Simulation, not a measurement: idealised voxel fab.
Presented below is a process module, voxel transistor to metal.
Pictured: cross-section cut, 195 nm wide, on a grid of 5 nm square cells.
Cross-section format: a grid of square cells, given as bands from top to bottom; each band is one or more rows of cells.
Top, bottom (nm), then materials left to right with widths (nm); lone material tagged "full width" fills the whole band edge to edge; "blank" = empty space.
Ref level 0: as-received wafer is one material below here. Bottom band extends down with no lower bound ("0 -> down").
The two numbers in a width such as "30..40" mark its ends across the band: the first belongs to the top row of cells, the second to the bottom row, and from each row to the next the width moves by the same amount.
"no modifications" after a step means that no cell of the cross-section changed.
In the "Enclosed void listing" entry, you get each enclosed empty space of 8 cells or more, one with no open way to the top, written width x height at distance, distance from the left edge, in nm.
Whatever follows a step's settings on its line is a remark the simulator itself makes about that step.
"overlay nm", when on a step's line for a step with a mask, measures how far to the right of its planned place the mask lay; a negative measure means to the left.

Steps planned for the process:
1. RECEIVE | material Si
2. CONFORMAL_DEP | material SiO2 | thk nm 5
3. CONFORMAL_DEP | material SiN | thk nm 10
4. MASKED_ETCH | tone cover | mask id ACTIVE | width nm 115 | etch materials SiN | depth nm 10 | overlay nm 0
5. MASKED_ETCH | tone cover | mask id ACTIVE | width nm 115 | etch materials SiO2 | depth nm 5 | overlay nm 0
6. MASKED_ETCH | tone cover | mask id ACTIVE | width nm 115 | etch materials Si | depth nm 30 | overlay nm 0
7. FILL_DEP | material SiO2 | thk nm 5
8. CMP | height nm 15
9. SELECTIVE_ETCH | etch materials SiO2 | depth nm 5
10. STRIP | etch materials SiN
11. SELECTIVE_ETCH | etch materials SiO2 | depth nm 5
12. OXIDIZE | depth nm 5
13. DIRECTIONAL_DEP | material polySi | thk nm 20
14. DIRECTIONAL_DEP | material SiCN | thk nm 10
15. PATTERN | tone cover | mask id GATE | material resist | width nm 25 | thk nm 15 | overlay nm 0
16. DIRECTIONAL_ETCH | etch materials SiCN | depth nm 20
17. DIRECTIONAL_ETCH | etch materials polySi | depth nm 30
18. STRIP | etch materials resist
19. CONFORMAL_DEP | material SiO2 | thk nm 5
20. DIRECTIONAL_ETCH | etch materials SiO2 | depth nm 5
21. CONFORMAL_DEP | material SiN | thk nm 10
22. DIRECTIONAL_ETCH | etch materials SiN | depth nm 10
23. DIRECTIONAL_ETCH | etch materials SiO2 | depth nm 5
24. DIRECTIONAL_ETCH | etch materials Si | depth nm 15
25. EPI | material SiGe | thk nm 15
26. FILL_DEP | material SiO2 | thk nm 5
27. CMP | height nm 20
28. STRIP | etch materials polySi
29. SELECTIVE_ETCH | etch materials SiO2 | depth nm 5
30. CONFORMAL_DEP | material HfO2 | thk nm 5
31. CONFORMAL_DEP | material TiN | thk nm 5
32. FILL_DEP | material W | thk nm 10
33. CMP | height nm 15
34. DIRECTIONAL_DEP | material SiO2 | thk nm 15
35. MASKED_ETCH | tone open | mask id CONTACT | width nm 15 | pitch nm 80 | etch materials SiO2 | depth nm 20 | overlay nm 0
36. CONFORMAL_DEP | material TiN | thk nm 5
37. FILL_DEP | material W | thk nm 10
38. CMP | height nm 30
39. CONFORMAL_DEP | material SiCN | thk nm 5
40. DIRECTIONAL_DEP | material SiO2 | thk nm 25
41. MASKED_ETCH | tone open | mask id METAL_1 | width nm 15 | pitch nm 80 | etch materials SiO2 | depth nm 25 | overlay nm 0
42. MASKED_ETCH | tone open | mask id METAL_1 | width nm 15 | pitch nm 80 | etch materials SiCN | depth nm 5 | overlay nm 0
43. CONFORMAL_DEP | material TiN | thk nm 5
44. FILL_DEP | material Cu | thk nm 5
45. CMP | height nm 60
46. CONFORMAL_DEP | material SiCN | thk nm 5
47. DIRECTIONAL_DEP | material lowk | thk nm 25
48. MASKED_ETCH | tone open | mask id METAL_2 | width nm 15 | pitch nm 80 | etch materials lowk | depth nm 15 | overlay nm 0
49. DIRECTIONAL_DEP | material aC | thk nm 10
50. PATTERN | tone open | mask id METAL_2_HOLES | material resist | width nm 15 | pitch nm 80 | thk nm 30 | overlay nm 0
51. DIRECTIONAL_ETCH | etch materials aC | depth nm 10
52. STRIP | etch materials resist
53. DIRECTIONAL_ETCH | etch materials lowk | depth nm 10
54. DIRECTIONAL_ETCH | etch materials SiCN | depth nm 5
55. STRIP | etch materials aC
56. CONFORMAL_DEP | material TiN | thk nm 5
57. FILL_DEP | material Cu | thk nm 10
58. CMP | height nm 90
59. CONFORMAL_DEP | material SiN | thk nm 5

Delivered wafer in cross-section: state after step 1:
0 -> down = Si full width
Enclosed void listing: none

First of two wafers: cross-section at end of module, run per plan:
95 -> 90 = SiN full width
90 -> 65 = lowk (50) / TiN (5) / Cu (5) / TiN (5) / lowk (65) / TiN (5) / Cu (5) / TiN (5) / lowk (50)
65 -> 60 = SiCN (50) / TiN (15) / SiCN (65) / TiN (15) / SiCN (50)
60 -> 35 = SiO2 (50) / TiN (5) / Cu (5) / TiN (5) / SiO2 (65) / TiN (5) / Cu (5) / TiN (5) / SiO2 (50)
35 -> 30 = SiCN (50) / TiN (15) / SiCN (65) / TiN (15) / SiCN (50)
30 -> 15 = SiO2 (50) / TiN (5) / W (5) / TiN (5) / SiO2 (65) / TiN (5) / W (5) / TiN (5) / SiO2 (50)
15 -> 10 = SiO2 (50) / TiN (15) / SiO2 (5) / SiN (10) / HfO2 (5) / TiN (5) / W (15) / TiN (5) / HfO2 (5) / SiN (10) / SiO2 (5) / TiN (15) / SiO2 (50)
10 -> 5 = SiO2 (45) / SiGe (25) / SiN (10) / HfO2 (5) / TiN (5) / W (15) / TiN (5) / HfO2 (5) / SiN (10) / SiGe (25) / SiO2 (45)
5 -> 0 = SiO2 (40) / SiN (10) / SiGe (20) / SiN (10) / HfO2 (5) / TiN (25) / HfO2 (5) / SiN (10) / SiGe (20) / SiN (10) / SiO2 (40)
0 -> -5 = SiO2 (50) / SiGe (20) / SiO2 (10) / HfO2 (35) / SiO2 (10) / SiGe (20) / SiO2 (50)
-5 -> -20 = SiO2 (40) / Si (10) / SiGe (20) / Si (55) / SiGe (20) / Si (10) / SiO2 (40)
-20 -> -30 = SiO2 (40) / Si (115) / SiO2 (40)
-30 -> down = Si full width
Enclosed void listing: none

Second wafer of the two, sectioned at the end of the module. It began like the first and followed the same plan, but one mistake was made while running it:
95 -> 90 = SiN full width
90 -> 85 = lowk (50) / TiN (15) / lowk (65) / TiN (15) / lowk (50)
85 -> 75 = lowk (50) / Cu (15) / lowk (65) / Cu (15) / lowk (50)
75 -> 65 = lowk full width
65 -> 60 = SiCN full width
60 -> 35 = SiO2 (50) / TiN (5) / Cu (5) / TiN (5) / SiO2 (65) / TiN (5) / Cu (5) / TiN (5) / SiO2 (50)
35 -> 30 = SiCN (50) / TiN (15) / SiCN (65) / TiN (15) / SiCN (50)
30 -> 15 = SiO2 (50) / TiN (5) / W (5) / TiN (5) / SiO2 (65) / TiN (5) / W (5) / TiN (5) / SiO2 (50)
15 -> 10 = SiO2 (50) / TiN (15) / SiO2 (5) / SiN (10) / HfO2 (5) / TiN (5) / W (15) / TiN (5) / HfO2 (5) / SiN (10) / SiO2 (5) / TiN (15) / SiO2 (50)
10 -> 5 = SiO2 (45) / SiGe (25) / SiN (10) / HfO2 (5) / TiN (5) / W (15) / TiN (5) / HfO2 (5) / SiN (10) / SiGe (25) / SiO2 (45)
5 -> 0 = SiO2 (40) / SiN (10) / SiGe (20) / SiN (10) / HfO2 (5) / TiN (25) / HfO2 (5) / SiN (10) / SiGe (20) / SiN (10) / SiO2 (40)
0 -> -5 = SiO2 (50) / SiGe (20) / SiO2 (10) / HfO2 (35) / SiO2 (10) / SiGe (20) / SiO2 (50)
-5 -> -20 = SiO2 (40) / Si (10) / SiGe (20) / Si (55) / SiGe (20) / Si (10) / SiO2 (40)
-20 -> -30 = SiO2 (40) / Si (115) / SiO2 (40)
-30 -> down = Si full width
Enclosed void listing: none
It is concluded that the wafer was processed incorrectly with respect to the plan, in that step 49 went in with a setting other than planned; the actual run was DIRECTIONAL_DEP | material Cu | thk nm 10
Wrapping up, a cell-based count of both wafers puts the second over or under the first for these materials: Cu: 2 more, SiCN: 6 more, TiN: 20 fewer, lowk: 12 more
